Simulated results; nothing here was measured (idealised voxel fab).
Proc. module: voxel wiring stack
Cross-section cut spans 255 nm and uses square cells 5 nm in size.
Just so we're on the same page, the cross-sections are grids of square cells, and they're listed out in bands top to bottom, each band one or more rows deep.
Quick guide to a band line: top height, bottom height (nm) up front; then every material left to right with its width in nm. Only one material and it's marked "all across"? Then it fills the band edge to edge. And "air" just means empty space.
Heads up on the height convention: 0 is the point under which the incoming wafer is all one material, and the lowest band has no bottom, it just keeps going down, like "0 down".
Width "30->40": first value at the band's top row of cells, second value at its bottom row, equal change from row to row.
A step reported as "all unchanged" is a step in which no cell of the cross-section changed.
Voids not open to the top, 8 cells minimum: see "Enclosed void catalog". Written width x height at distance; distance is from the left edge; nm.
On each step's line, the part that comes after the settings is the simulator's own comment on the step.
overlay nm: where the mask lay relative to plan, measured to the right, on steps with a mask; negatives go left.

The process steps that were planned are listed below
1: RECEIVE,material Si
2: CONFORMAL_DEP,material SiO2,thk nm 10
3: DIRECTIONAL_DEP,material TiN,thk nm 5
4: DIRECTIONAL_DEP,material Ru,thk nm 25
5: PATTERN,tone cover,mask id METAL_1,material resist,width nm 25,pitch nm 45,thk nm 20,overlay nm 0
6: DIRECTIONAL_ETCH,etch materials Ru,depth nm 25
7: DIRECTIONAL_ETCH,etch materials TiN,depth nm 5
8: STRIP,etch materials resist
9: CONFORMAL_DEP,material SiN,thk nm 5
10: FILL_DEP,material lowk,thk nm 5
11: CMP,height nm 40
12: CONFORMAL_DEP,material SiCN,thk nm 5
13: DIRECTIONAL_DEP,material lowk,thk nm 25
14: PATTERN,tone open,mask id METAL_2,material resist,width nm 25,pitch nm 45,thk nm 20,overlay nm 0
15: DIRECTIONAL_ETCH,etch materials lowk,depth nm 15
16: STRIP,etch materials resist
17: PATTERN,tone open,mask id METAL_2_HOLES,material resist,width nm 15,pitch nm 45,thk nm 20,overlay nm 0
18: DIRECTIONAL_ETCH,etch materials lowk,depth nm 10
19: DIRECTIONAL_ETCH,etch materials SiCN,depth nm 5
20: STRIP,etch materials resist
21: CONFORMAL_DEP,material TiN,thk nm 5
22: FILL_DEP,material Cu,thk nm 5
23: CMP,height nm 70
24: CONFORMAL_DEP,material SiN,thk nm 5

First wafer out of two, processed as planned

As received, after step 1
* 0 down = Si all across
* Enclosed void catalog: none

After step 2, in cross-section
* 10 to 0 = SiO2 all across
* Everything below 0 is unchanged.

After step 3, in cross-section
* 15 to 10 = TiN all across
* Everything below 10 is unchanged.

After step 4, in cross-section
* 40 to 15 = Ru all across
* Everything below 15 is unchanged.

After step 5, in cross-section
* 60 to 40 = 45 air, then 25 resist, then 20 air, then 25 resist, then 20 air, then 25 resist, then 20 air, then 25 resist, then 50 air
* Everything below 40 is unchanged.

After step 6, in cross-section
* 60 to 40 = 45 air, then 25 resist, then 20 air, then 25 resist, then 20 air, then 25 resist, then 20 air, then 25 resist, then 50 air
* 40 to 15 = 45 air, then 25 Ru, then 20 air, then 25 Ru, then 20 air, then 25 Ru, then 20 air, then 25 Ru, then 50 air
* Everything below 15 is unchanged.

After step 7, in cross-section
* 60 to 40 = 45 air, then 25 resist, then 20 air, then 25 resist, then 20 air, then 25 resist, then 20 air, then 25 resist, then 50 air
* 40 to 15 = 45 air, then 25 Ru, then 20 air, then 25 Ru, then 20 air, then 25 Ru, then 20 air, then 25 Ru, then 50 air
* 15 to 10 = 45 air, then 25 TiN, then 20 air, then 25 TiN, then 20 air, then 25 TiN, then 20 air, then 25 TiN, then 50 air
* Everything below 10 is unchanged.

After step 8, in cross-section
* 40 to 15 = 45 air, then 25 Ru, then 20 air, then 25 Ru, then 20 air, then 25 Ru, then 20 air, then 25 Ru, then 50 air
* Everything below 15 is unchanged.

After step 9, in cross-section
* 45 to 40 = 40 air, then 35 SiN, then 10 air, then 35 SiN, then 10 air, then 35 SiN, then 10 air, then 35 SiN, then 45 air
* 40 to 15 = 40 air, then 5 SiN, then 25 Ru, then 5 SiN, then 10 air, then 5 SiN, then 25 Ru, then 5 SiN, then 10 air, then 5 SiN, then 25 Ru, then 5 SiN, then 10 air, then 5 SiN, then 25 Ru, then 5 SiN, then 45 air
* 15 to 10 = 45 SiN, then 25 TiN, then 20 SiN, then 25 TiN, then 20 SiN, then 25 TiN, then 20 SiN, then 25 TiN, then 50 SiN
* Everything below 10 is unchanged.

After step 10, in cross-section
* 50 to 45 = lowk all across
* 45 to 40 = 40 lowk, then 35 SiN, then 10 lowk, then 35 SiN, then 10 lowk, then 35 SiN, then 10 lowk, then 35 SiN, then 45 lowk
* 40 to 15 = 40 lowk, then 5 SiN, then 25 Ru, then 5 SiN, then 10 lowk, then 5 SiN, then 25 Ru, then 5 SiN, then 10 lowk, then 5 SiN, then 25 Ru, then 5 SiN, then 10 lowk, then 5 SiN, then 25 Ru, then 5 SiN, then 45 lowk
* Everything below 15 is unchanged.

After step 11, in cross-section
* 40 to 15 = 40 lowk, then 5 SiN, then 25 Ru, then 5 SiN, then 10 lowk, then 5 SiN, then 25 Ru, then 5 SiN, then 10 lowk, then 5 SiN, then 25 Ru, then 5 SiN, then 10 lowk, then 5 SiN, then 25 Ru, then 5 SiN, then 45 lowk
* Everything below 15 is unchanged.

After step 12, in cross-section
* 45 to 40 = SiCN all across
* Everything below 40 is unchanged.

After step 13, in cross-section
* 70 to 45 = lowk all across
* Everything below 45 is unchanged.

After step 14, in cross-section
* 90 to 70 = 45 resist, then 25 air, then 20 resist, then 25 air, then 20 resist, then 25 air, then 20 resist, then 25 air, then 50 resist
* Everything below 70 is unchanged.

After step 15, in cross-section
* 90 to 70 = 45 resist, then 25 air, then 20 resist, then 25 air, then 20 resist, then 25 air, then 20 resist, then 25 air, then 50 resist
* 70 to 55 = 45 lowk, then 25 air, then 20 lowk, then 25 air, then 20 lowk, then 25 air, then 20 lowk, then 25 air, then 50 lowk
* Everything below 55 is unchanged.

After step 16, in cross-section
* 70 to 55 = 45 lowk, then 25 air, then 20 lowk, then 25 air, then 20 lowk, then 25 air, then 20 lowk, then 25 air, then 50 lowk
* Everything below 55 is unchanged.

After step 17, in cross-section
* 90 to 70 = 45 resist, then 15 air, then 30 resist, then 15 air, then 30 resist, then 15 air, then 30 resist, then 15 air, then 60 resist
* 70 to 55 = 45 lowk, then 15 air, then 10 resist, then 20 lowk, then 15 air, then 10 resist, then 20 lowk, then 15 air, then 10 resist, then 20 lowk, then 15 air, then 10 resist, then 50 lowk
* Everything below 55 is unchanged.

After step 18, in cross-section
* 90 to 70 = 45 resist, then 15 air, then 30 resist, then 15 air, then 30 resist, then 15 air, then 30 resist, then 15 air, then 60 resist
* 70 to 55 = 45 lowk, then 15 air, then 10 resist, then 20 lowk, then 15 air, then 10 resist, then 20 lowk, then 15 air, then 10 resist, then 20 lowk, then 15 air, then 10 resist, then 50 lowk
* 55 to 45 = 45 lowk, then 15 air, then 30 lowk, then 15 air, then 30 lowk, then 15 air, then 30 lowk, then 15 air, then 60 lowk
* Everything below 45 is unchanged.

After step 19, in cross-section
* 90 to 70 = 45 resist, then 15 air, then 30 resist, then 15 air, then 30 resist, then 15 air, then 30 resist, then 15 air, then 60 resist
* 70 to 55 = 45 lowk, then 15 air, then 10 resist, then 20 lowk, then 15 air, then 10 resist, then 20 lowk, then 15 air, then 10 resist, then 20 lowk, then 15 air, then 10 resist, then 50 lowk
* 55 to 45 = 45 lowk, then 15 air, then 30 lowk, then 15 air, then 30 lowk, then 15 air, then 30 lowk, then 15 air, then 60 lowk
* 45 to 40 = 45 SiCN, then 15 air, then 30 SiCN, then 15 air, then 30 SiCN, then 15 air, then 30 SiCN, then 15 air, then 60 SiCN
* Everything below 40 is unchanged.

After step 20, in cross-section
* 70 to 55 = 45 lowk, then 25 air, then 20 lowk, then 25 air, then 20 lowk, then 25 air, then 20 lowk, then 25 air, then 50 lowk
* Everything below 55 is unchanged.

After step 21, in cross-section
* 75 to 70 = 50 TiN, then 15 air, then 30 TiN, then 15 air, then 30 TiN, then 15 air, then 30 TiN, then 15 air, then 55 TiN
* 70 to 60 = 45 lowk, then 5 TiN, then 15 air, then 5 TiN, then 20 lowk, then 5 TiN, then 15 air, then 5 TiN, then 20 lowk, then 5 TiN, then 15 air, then 5 TiN, then 20 lowk, then 5 TiN, then 15 air, then 5 TiN, then 50 lowk
* 60 to 55 = 45 lowk, then 5 TiN, then 5 air, then 15 TiN, then 20 lowk, then 5 TiN, then 5 air, then 15 TiN, then 20 lowk, then 5 TiN, then 5 air, then 15 TiN, then 20 lowk, then 5 TiN, then 5 air, then 15 TiN, then 50 lowk
* 55 to 45 = 45 lowk, then 5 TiN, then 5 air, then 5 TiN, then 30 lowk, then 5 TiN, then 5 air, then 5 TiN, then 30 lowk, then 5 TiN, then 5 air, then 5 TiN, then 30 lowk, then 5 TiN, then 5 air, then 5 TiN, then 60 lowk
* 45 to 40 = 45 SiCN, then 15 TiN, then 30 SiCN, then 15 TiN, then 30 SiCN, then 15 TiN, then 30 SiCN, then 15 TiN, then 60 SiCN
* Everything below 40 is unchanged.

After step 22, in cross-section
* 80 to 75 = Cu all across
* 75 to 70 = 50 TiN, then 15 Cu, then 30 TiN, then 15 Cu, then 30 TiN, then 15 Cu, then 30 TiN, then 15 Cu, then 55 TiN
* 70 to 60 = 45 lowk, then 5 TiN, then 15 Cu, then 5 TiN, then 20 lowk, then 5 TiN, then 15 Cu, then 5 TiN, then 20 lowk, then 5 TiN, then 15 Cu, then 5 TiN, then 20 lowk, then 5 TiN, then 15 Cu, then 5 TiN, then 50 lowk
* 60 to 55 = 45 lowk, then 5 TiN, then 5 Cu, then 15 TiN, then 20 lowk, then 5 TiN, then 5 Cu, then 15 TiN, then 20 lowk, then 5 TiN, then 5 Cu, then 15 TiN, then 20 lowk, then 5 TiN, then 5 Cu, then 15 TiN, then 50 lowk
* 55 to 45 = 45 lowk, then 5 TiN, then 5 Cu, then 5 TiN, then 30 lowk, then 5 TiN, then 5 Cu, then 5 TiN, then 30 lowk, then 5 TiN, then 5 Cu, then 5 TiN, then 30 lowk, then 5 TiN, then 5 Cu, then 5 TiN, then 60 lowk
* Everything below 45 is unchanged.

After step 23, in cross-section
* 70 to 60 = 45 lowk, then 5 TiN, then 15 Cu, then 5 TiN, then 20 lowk, then 5 TiN, then 15 Cu, then 5 TiN, then 20 lowk, then 5 TiN, then 15 Cu, then 5 TiN, then 20 lowk, then 5 TiN, then 15 Cu, then 5 TiN, then 50 lowk
* Everything below 60 is unchanged.

After step 24, in cross-section
* 75 to 70 = SiN all across
* Everything below 70 is unchanged.

Second wafer - shared start and plan with the first - one error in running - same as the first up to step 12 inclusive

Cross-sectional view of the second wafer at the intended end time of process step 13
* 95 to 45 = lowk all across
* Everything below 45 is unchanged.

Cross-sectional view of the second wafer at the intended end time of process step 14
* 115 to 95 = 45 resist, then 25 air, then 20 resist, then 25 air, then 20 resist, then 25 air, then 20 resist, then 25 air, then 50 resist
* Everything below 95 is unchanged.

Cross-sectional view of the second wafer at the intended end time of process step 15
* 115 to 95 = 45 resist, then 25 air, then 20 resist, then 25 air, then 20 resist, then 25 air, then 20 resist, then 25 air, then 50 resist
* 95 to 80 = 45 lowk, then 25 air, then 20 lowk, then 25 air, then 20 lowk, then 25 air, then 20 lowk, then 25 air, then 50 lowk
* Everything below 80 is unchanged.

Cross-sectional view of the second wafer at the intended end time of process step 16
* 95 to 80 = 45 lowk, then 25 air, then 20 lowk, then 25 air, then 20 lowk, then 25 air, then 20 lowk, then 25 air, then 50 lowk
* Everything below 80 is unchanged.

Cross-sectional view of the second wafer at the intended end time of process step 17
* 115 to 95 = 45 resist, then 15 air, then 30 resist, then 15 air, then 30 resist, then 15 air, then 30 resist, then 15 air, then 60 resist
* 95 to 80 = 45 lowk, then 15 air, then 10 resist, then 20 lowk, then 15 air, then 10 resist, then 20 lowk, then 15 air, then 10 resist, then 20 lowk, then 15 air, then 10 resist, then 50 lowk
* Everything below 80 is unchanged.

Cross-sectional view of the second wafer at the intended end time of process step 18
* 115 to 95 = 45 resist, then 15 air, then 30 resist, then 15 air, then 30 resist, then 15 air, then 30 resist, then 15 air, then 60 resist
* 95 to 80 = 45 lowk, then 15 air, then 10 resist, then 20 lowk, then 15 air, then 10 resist, then 20 lowk, then 15 air, then 10 resist, then 20 lowk, then 15 air, then 10 resist, then 50 lowk
* 80 to 70 = 45 lowk, then 15 air, then 30 lowk, then 15 air, then 30 lowk, then 15 air, then 30 lowk, then 15 air, then 60 lowk
* Everything below 70 is unchanged.

Cross-sectional view of the second wafer at the intended end time of process step 19: all unchanged

Cross-sectional view of the second wafer at the intended end time of process step 20
* 95 to 80 = 45 lowk, then 25 air, then 20 lowk, then 25 air, then 20 lowk, then 25 air, then 20 lowk, then 25 air, then 50 lowk
* Everything below 80 is unchanged.

Cross-sectional view of the second wafer at the intended end time of process step 21
* 100 to 95 = 50 TiN, then 15 air, then 30 TiN, then 15 air, then 30 TiN, then 15 air, then 30 TiN, then 15 air, then 55 TiN
* 95 to 85 = 45 lowk, then 5 TiN, then 15 air, then 5 TiN, then 20 lowk, then 5 TiN, then 15 air, then 5 TiN, then 20 lowk, then 5 TiN, then 15 air, then 5 TiN, then 20 lowk, then 5 TiN, then 15 air, then 5 TiN, then 50 lowk
* 85 to 75 = 45 lowk, then 5 TiN, then 5 air, then 15->5 TiN, then 20->30 lowk, then 5 TiN, then 5 air, then 15->5 TiN, then 20->30 lowk, then 5 TiN, then 5 air, then 15->5 TiN, then 20->30 lowk, then 5 TiN, then 5 air, then 15->5 TiN, then 50->60 lowk
* 75 to 70 = 45 lowk, then 15 TiN, then 30 lowk, then 15 TiN, then 30 lowk, then 15 TiN, then 30 lowk, then 15 TiN, then 60 lowk
* Everything below 70 is unchanged.

Cross-sectional view of the second wafer at the intended end time of process step 22
* 105 to 100 = Cu all across
* 100 to 95 = 50 TiN, then 15 Cu, then 30 TiN, then 15 Cu, then 30 TiN, then 15 Cu, then 30 TiN, then 15 Cu, then 55 TiN
* 95 to 85 = 45 lowk, then 5 TiN, then 15 Cu, then 5 TiN, then 20 lowk, then 5 TiN, then 15 Cu, then 5 TiN, then 20 lowk, then 5 TiN, then 15 Cu, then 5 TiN, then 20 lowk, then 5 TiN, then 15 Cu, then 5 TiN, then 50 lowk
* 85 to 75 = 45 lowk, then 5 TiN, then 5 Cu, then 15->5 TiN, then 20->30 lowk, then 5 TiN, then 5 Cu, then 15->5 TiN, then 20->30 lowk, then 5 TiN, then 5 Cu, then 15->5 TiN, then 20->30 lowk, then 5 TiN, then 5 Cu, then 15->5 TiN, then 50->60 lowk
* Everything below 75 is unchanged.

Cross-sectional view of the second wafer at the intended end time of process step 23
* 70 to 45 = lowk all across
* Everything below 45 is unchanged.

Cross-sectional view of the second wafer at the intended end time of process step 24
* 75 to 70 = SiN all across
* Everything below 70 is unchanged.
Against the plan, the run slipped here: step 13 in the plan was executed twice
Final wafer comparison in cells, second versus first, more or fewer per material: Cu -36, SiCN +12, TiN -60, lowk +84
